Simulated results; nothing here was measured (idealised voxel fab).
Proc. module: voxel transistor to metal
In the cross-section labelled cut, the width is 180 nm and each square cell is 5 nm.
Throughout this document, each cross-section is represented as a grid of square cells and is presented as a sequence of bands enumerated from the top downward, where a band comprises one or more rows of cells.
Read a band's entry like this: the first values are the height of its top and the height of its bottom in nm, and what follows is the sequence of materials from left to right, each with its width in nm. Note that "blank" is empty space, and that a single material marked "edge to edge" reaches across the band from edge to edge.
Beneath 0, the wafer as received is one material, and that level is where height counting begins. The lowest band goes on downward without a bottom; it is written like "top 0, no bottom".
A width given as "30 to 40" starts at the first number in the band's top row and ends at the second number in its bottom row, shifting by an equal amount at every step from row to row.
The designation "left unchanged", where it is given for a processing step, indicates that no cell of the cross-section was altered in the course of that step.
Reported under the label "Enclosed internal voids" are the empty spaces having no open way to the top and comprising 8 cells or more; the notation for each is width x height at distance, in which the distance is measured from the left edge and all three values are in nm.
If you see something after the settings on a step's line, that's the simulator's own remark about that step.
The setting "overlay nm" may be written on the line of a step. When the step uses a mask, the value reports how far to the right of the planned place the mask lay, and a negative value reports that it lay to the left.
What follows is a series of pairs. Each pair shows a cross-section before one process step and the cross-section after it, and the after view is drawn only down to the lowest band that changed. Beneath each pair is the step that lies between the two, with its settings. Pairs may come from different runs of this module on the same starting wafer, so a pair continues from the one above it only where its entry headed "Prior state" says so.

Prior state:
    top 55, bottom 45 | blank: 35, SiO2: 35, blank: 35, SiO2: 35, blank: 40
    top 45, bottom 30 | blank: 35, SiO2: 25, SiN: 10, blank: 5, SiCN: 25, blank: 5, SiN: 10, SiO2: 25, blank: 40
    top 30, bottom 5 | blank: 35, SiO2: 25, SiN: 10, blank: 5, polySi: 25, blank: 5, SiN: 10, SiO2: 25, blank: 40
    top 5, bottom 0 | blank: 30, SiN: 10, SiO2: 20, SiN: 10, blank: 5, polySi: 25, blank: 5, SiN: 10, SiO2: 20, SiN: 10, blank: 35
    top 0, bottom -5 | SiO2: 40, SiGe: 20, SiO2: 55, SiGe: 20, SiO2: 45
    top -5, bottom -35 | SiO2: 35, Si: 105, SiO2: 40
    top -35, no bottom | Si edge to edge
    Enclosed internal voids: none

Section After Processing:
    top 60, bottom 55 | blank: 30, TiN: 45, blank: 25, TiN: 45, blank: 35
    top 55, bottom 50 | blank: 30, TiN: 5, SiO2: 35, TiN: 5, blank: 25, TiN: 5, SiO2: 35, TiN: 5, blank: 35
    top 50, bottom 45 | blank: 30, TiN: 5, SiO2: 35, TiN: 35, SiO2: 35, TiN: 5, blank: 35
    top 45, bottom 30 | blank: 30, TiN: 5, SiO2: 25, SiN: 10, TiN: 5, SiCN: 25, TiN: 5, SiN: 10, SiO2: 25, TiN: 5, blank: 35
    top 30, bottom 10 | blank: 30, TiN: 5, SiO2: 25, SiN: 10, TiN: 5, polySi: 25, TiN: 5, SiN: 10, SiO2: 25, TiN: 5, blank: 35
    top 10, bottom 5 | blank: 25, TiN: 10, SiO2: 25, SiN: 10, TiN: 5, polySi: 25, TiN: 5, SiN: 10, SiO2: 25, TiN: 10, blank: 30
    top 5, bottom 0 | TiN: 30, SiN: 10, SiO2: 20, SiN: 10, TiN: 5, polySi: 25, TiN: 5, SiN: 10, SiO2: 20, SiN: 10, TiN: 35
    Below 0 it's all the same as before, nothing changed down there.
    Enclosed internal voids: none
What sits between those two cross-sections? CONFORMAL_DEP [material TiN] [thk nm 5]

Prior state: the cross-section after the pair above

Section After Processing:
    top 70, bottom 60 | Ru edge to edge
    top 60, bottom 55 | Ru: 30, TiN: 45, Ru: 25, TiN: 45, Ru: 35
    top 55, bottom 50 | Ru: 30, TiN: 5, SiO2: 35, TiN: 5, Ru: 25, TiN: 5, SiO2: 35, TiN: 5, Ru: 35
    top 50, bottom 45 | Ru: 30, TiN: 5, SiO2: 35, TiN: 35, SiO2: 35, TiN: 5, Ru: 35
    top 45, bottom 30 | Ru: 30, TiN: 5, SiO2: 25, SiN: 10, TiN: 5, SiCN: 25, TiN: 5, SiN: 10, SiO2: 25, TiN: 5, Ru: 35
    top 30, bottom 10 | Ru: 30, TiN: 5, SiO2: 25, SiN: 10, TiN: 5, polySi: 25, TiN: 5, SiN: 10, SiO2: 25, TiN: 5, Ru: 35
    top 10, bottom 5 | Ru: 25, TiN: 10, SiO2: 25, SiN: 10, TiN: 5, polySi: 25, TiN: 5, SiN: 10, SiO2: 25, TiN: 10, Ru: 30
    Below 5 it's all the same as before, nothing changed down there.
    Enclosed internal voids: none
What sits between those two cross-sections? FILL_DEP [material Ru] [thk nm 10]

Prior state: the cross-section after the pair above

Section After Processing:
    top 55, bottom 50 | Ru: 30, TiN: 5, SiO2: 35, TiN: 5, Ru: 25, TiN: 5, SiO2: 35, TiN: 5, Ru: 35
    Below 50 it's all the same as before, nothing changed down there.
    Enclosed internal voids: none
What sits between those two cross-sections? CMP [height nm 55]

Prior state: the cross-section after the pair above

Section After Processing:
    top 60, bottom 55 | SiCN edge to edge
    Below 55 it's all the same as before, nothing changed down there.
    Enclosed internal voids: none
What sits between those two cross-sections? CONFORMAL_DEP [material SiCN] [thk nm 5]

Prior state: the cross-section after the pair above

Section After Processing:
    top 85, bottom 60 | SiO2 edge to edge
    Below 60 it's all the same as before, nothing changed down there.
    Enclosed internal voids: none
What sits between those two cross-sections? DIRECTIONAL_DEP [material SiO2] [thk nm 25]

Prior state: the cross-section after the pair above

Section After Processing:
    top 100, bottom 85 | resist: 35, blank: 20, resist: 65, blank: 20, resist: 40
    Below 85 it's all the same as before, nothing changed down there.
    Enclosed internal voids: none
What sits between those two cross-sections? PATTERN [tone open] [mask id METAL_1] [material resist] [width nm 20] [pitch nm 85] [thk nm 15] [overlay nm 0]

Prior state: the cross-section after the pair above

Section After Processing:
    top 100, bottom 85 | resist: 35, blank: 20, resist: 65, blank: 20, resist: 40
    top 85, bottom 60 | SiO2: 35, blank: 20, SiO2: 65, blank: 20, SiO2: 40
    Below 60 it's all the same as before, nothing changed down there.
    Enclosed internal voids: none
What sits between those two cross-sections? DIRECTIONAL_ETCH [etch materials SiO2] [depth nm 25]

Prior state: the cross-section after the pair above

Section After Processing:
    top 100, bottom 85 | resist: 35, blank: 20, resist: 65, blank: 20, resist: 40
    top 85, bottom 60 | SiO2: 35, blank: 20, SiO2: 65, blank: 20, SiO2: 40
    top 60, bottom 55 | SiCN: 35, blank: 20, SiCN: 65, blank: 20, SiCN: 40
    Below 55 it's all the same as before, nothing changed down there.
    Enclosed internal voids: none
What sits between those two cross-sections? DIRECTIONAL_ETCH [etch materials SiCN] [depth nm 5]

Prior state: the cross-section after the pair above

Section After Processing:
    top 85, bottom 60 | SiO2: 35, blank: 20, SiO2: 65, blank: 20, SiO2: 40
    Below 60 it's all the same as before, nothing changed down there.
    Enclosed internal voids: none
What sits between those two cross-sections? STRIP [etch materials resist]

Prior state: the cross-section after the pair above

Section After Processing:
    top 90, bottom 85 | TiN: 40, blank: 10, TiN: 75, blank: 10, TiN: 45
    top 85, bottom 60 | SiO2: 35, TiN: 5, blank: 10, TiN: 5, SiO2: 65, TiN: 5, blank: 10, TiN: 5, SiO2: 40
    top 60, bottom 55 | SiCN: 35, TiN: 20, SiCN: 65, TiN: 20, SiCN: 40
    Below 55 it's all the same as before, nothing changed down there.
    Enclosed internal voids: none
What sits between those two cross-sections? CONFORMAL_DEP [material TiN] [thk nm 5]

Prior state: the cross-section after the pair above

Section After Processing:
    top 95, bottom 90 | Ru edge to edge
    top 90, bottom 85 | TiN: 40, Ru: 10, TiN: 75, Ru: 10, TiN: 45
    top 85, bottom 60 | SiO2: 35, TiN: 5, Ru: 10, TiN: 5, SiO2: 65, TiN: 5, Ru: 10, TiN: 5, SiO2: 40
    Below 60 it's all the same as before, nothing changed down there.
    Enclosed internal voids: none
What sits between those two cross-sections? FILL_DEP [material Ru] [thk nm 5]

Prior state: the cross-section after the pair above

Section After Processing:
    top 85, bottom 60 | SiO2: 35, TiN: 5, Ru: 10, TiN: 5, SiO2: 65, TiN: 5, Ru: 10, TiN: 5, SiO2: 40
    Below 60 it's all the same as before, nothing changed down there.
    Enclosed internal voids: none
What sits between those two cross-sections? CMP [height nm 85]

Prior state: the cross-section after the pair above

Section After Processing:
    top 90, bottom 85 | SiCN edge to edge
    Below 85 it's all the same as before, nothing changed down there.
    Enclosed internal voids: none
What sits between those two cross-sections? CONFORMAL_DEP [material SiCN] [thk nm 5]

Prior state: the cross-section after the pair above

Section After Processing:
    top 120, bottom 90 | lowk edge to edge
    Below 90 it's all the same as before, nothing changed down there.
    Enclosed internal voids: none
What sits between those two cross-sections? DIRECTIONAL_DEP [material lowk] [thk nm 30]

Prior state: the cross-section after the pair above

Section After Processing:
    top 135, bottom 120 | resist: 35, blank: 20, resist: 65, blank: 20, resist: 40
    Below 120 it's all the same as before, nothing changed down there.
    Enclosed internal voids: none
What sits between those two cross-sections? PATTERN [tone open] [mask id METAL_2] [material resist] [width nm 20] [pitch nm 85] [thk nm 15] [overlay nm 0]

Prior state: the cross-section after the pair above

Section After Processing:
    top 135, bottom 120 | resist: 35, blank: 20, resist: 65, blank: 20, resist: 40
    top 120, bottom 105 | lowk: 35, blank: 20, lowk: 65, blank: 20, lowk: 40
    Below 105 it's all the same as before, nothing changed down there.
    Enclosed internal voids: none
What sits between those two cross-sections? DIRECTIONAL_ETCH [etch materials lowk] [depth nm 15]

Prior state: the cross-section after the pair above

Section After Processing:
    top 120, bottom 105 | lowk: 35, blank: 20, lowk: 65, blank: 20, lowk: 40
    Below 105 it's all the same as before, nothing changed down there.
    Enclosed internal voids: none
What sits between those two cross-sections? STRIP [etch materials resist]

Prior state: the cross-section after the pair above

Section After Processing:
    top 130, bottom 120 | aC: 35, blank: 20, aC: 65, blank: 20, aC: 40
    top 120, bottom 115 | lowk: 35, blank: 20, lowk: 65, blank: 20, lowk: 40
    top 115, bottom 105 | lowk: 35, aC: 20, lowk: 65, aC: 20, lowk: 40
    Below 105 it's all the same as before, nothing changed down there.
    Enclosed internal voids: none
What sits between those two cross-sections? DIRECTIONAL_DEP [material aC] [thk nm 10]

Prior state: the cross-section after the pair above

Section After Processing:
    top 155, bottom 130 | resist: 35, blank: 15, resist: 70, blank: 15, resist: 45
    top 130, bottom 120 | aC: 35, blank: 15, resist: 5, aC: 65, blank: 15, resist: 5, aC: 40
    top 120, bottom 115 | lowk: 35, blank: 15, resist: 5, lowk: 65, blank: 15, resist: 5, lowk: 40
    Below 115 it's all the same as before, nothing changed down there.
    Enclosed internal voids: none
What sits between those two cross-sections? PATTERN [tone open] [mask id METAL_2_HOLES] [material resist] [width nm 15] [pitch nm 85] [thk nm 25] [overlay nm 0]

Prior state: the cross-section after the pair above

Section After Processing:
    top 145, bottom 130 | resist: 35, blank: 15, resist: 70, blank: 15, resist: 45
    top 130, bottom 120 | aC: 35, blank: 15, resist: 5, aC: 65, blank: 15, resist: 5, aC: 40
    top 120, bottom 115 | lowk: 35, blank: 15, resist: 5, lowk: 65, blank: 15, resist: 5, lowk: 40
    top 115, bottom 105 | lowk: 35, blank: 15, aC: 5, lowk: 65, blank: 15, aC: 5, lowk: 40
    Below 105 it's all the same as before, nothing changed down there.
    Enclosed internal voids: none
What sits between those two cross-sections? DIRECTIONAL_ETCH [etch materials aC] [depth nm 10]

Prior state: the cross-section after the pair above

Section After Processing:
    top 130, bottom 120 | aC: 35, blank: 20, aC: 65, blank: 20, aC: 40
    top 120, bottom 115 | lowk: 35, blank: 20, lowk: 65, blank: 20, lowk: 40
    Below 115 it's all the same as before, nothing changed down there.
    Enclosed internal voids: none
What sits between those two cross-sections? STRIP [etch materials resist]

Prior state: the cross-section after the pair above

Section After Processing:
    top 130, bottom 120 | aC: 35, blank: 20, aC: 65, blank: 20, aC: 40
    top 120, bottom 115 | lowk: 35, blank: 20, lowk: 65, blank: 20, lowk: 40
    top 115, bottom 105 | lowk: 35, blank: 15, aC: 5, lowk: 65, blank: 15, aC: 5, lowk: 40
    top 105, bottom 90 | lowk: 35, blank: 15, lowk: 70, blank: 15, lowk: 45
    Below 90 it's all the same as before, nothing changed down there.
    Enclosed internal voids: none
What sits between those two cross-sections? DIRECTIONAL_ETCH [etch materials lowk] [depth nm 15]

Prior state: the cross-section after the pair above

Section After Processing:
    top 130, bottom 120 | aC: 35, blank: 20, aC: 65, blank: 20, aC: 40
    top 120, bottom 115 | lowk: 35, blank: 20, lowk: 65, blank: 20, lowk: 40
    top 115, bottom 105 | lowk: 35, blank: 15, aC: 5, lowk: 65, blank: 15, aC: 5, lowk: 40
    top 105, bottom 90 | lowk: 35, blank: 15, lowk: 70, blank: 15, lowk: 45
    top 90, bottom 85 | SiCN: 35, blank: 15, SiCN: 70, blank: 15, SiCN: 45
    Below 85 it's all the same as before, nothing changed down there.
    Enclosed internal voids: none
What sits between those two cross-sections? DIRECTIONAL_ETCH [etch materials SiCN] [depth nm 5]

Prior state: the cross-section after the pair above

Section After Processing:
    top 120, bottom 105 | lowk: 35, blank: 20, lowk: 65, blank: 20, lowk: 40
    Below 105 it's all the same as before, nothing changed down there.
    Enclosed internal voids: none
What sits between those two cross-sections? STRIP [etch materials aC]

Prior state: the cross-section after the pair above

Section After Processing:
    top 125, bottom 120 | TiN: 40, blank: 10, TiN: 75, blank: 10, TiN: 45
    top 120, bottom 110 | lowk: 35, TiN: 5, blank: 10, TiN: 5, lowk: 65, TiN: 5, blank: 10, TiN: 5, lowk: 40
    top 110, bottom 105 | lowk: 35, TiN: 5, blank: 5, TiN: 10, lowk: 65, TiN: 5, blank: 5, TiN: 10, lowk: 40
    top 105, bottom 90 | lowk: 35, TiN: 5, blank: 5, TiN: 5, lowk: 70, TiN: 5, blank: 5, TiN: 5, lowk: 45
    top 90, bottom 85 | SiCN: 35, TiN: 15, SiCN: 70, TiN: 15, SiCN: 45
    Below 85 it's all the same as before, nothing changed down there.
    Enclosed internal voids: none
What sits between those two cross-sections? CONFORMAL_DEP [material TiN] [thk nm 5]

Prior state: the cross-section after the pair above

Section After Processing:
    top 130, bottom 125 | Ru edge to edge
    top 125, bottom 120 | TiN: 40, Ru: 10, TiN: 75, Ru: 10, TiN: 45
    top 120, bottom 110 | lowk: 35, TiN: 5, Ru: 10, TiN: 5, lowk: 65, TiN: 5, Ru: 10, TiN: 5, lowk: 40
    top 110, bottom 105 | lowk: 35, TiN: 5, Ru: 5, TiN: 10, lowk: 65, TiN: 5, Ru: 5, TiN: 10, lowk: 40
    top 105, bottom 90 | lowk: 35, TiN: 5, Ru: 5, TiN: 5, lowk: 70, TiN: 5, Ru: 5, TiN: 5, lowk: 45
    Below 90 it's all the same as before, nothing changed down there.
    Enclosed internal voids: none
What sits between those two cross-sections? FILL_DEP [material Ru] [thk nm 5]

Prior state: the cross-section after the pair above

Section After Processing:
    top 120, bottom 110 | lowk: 35, TiN: 5, Ru: 10, TiN: 5, lowk: 65, TiN: 5, Ru: 10, TiN: 5, lowk: 40
    Below 110 it's all the same as before, nothing changed down there.
    Enclosed internal voids: none
What sits between those two cross-sections? CMP [height nm 120]

Prior state: the cross-section after the pair above

Section After Processing:
    top 125, bottom 120 | SiCN edge to edge
    Below 120 it's all the same as before, nothing changed down there.
    Enclosed internal voids: none
What sits between those two cross-sections? CONFORMAL_DEP [material SiCN] [thk nm 5]
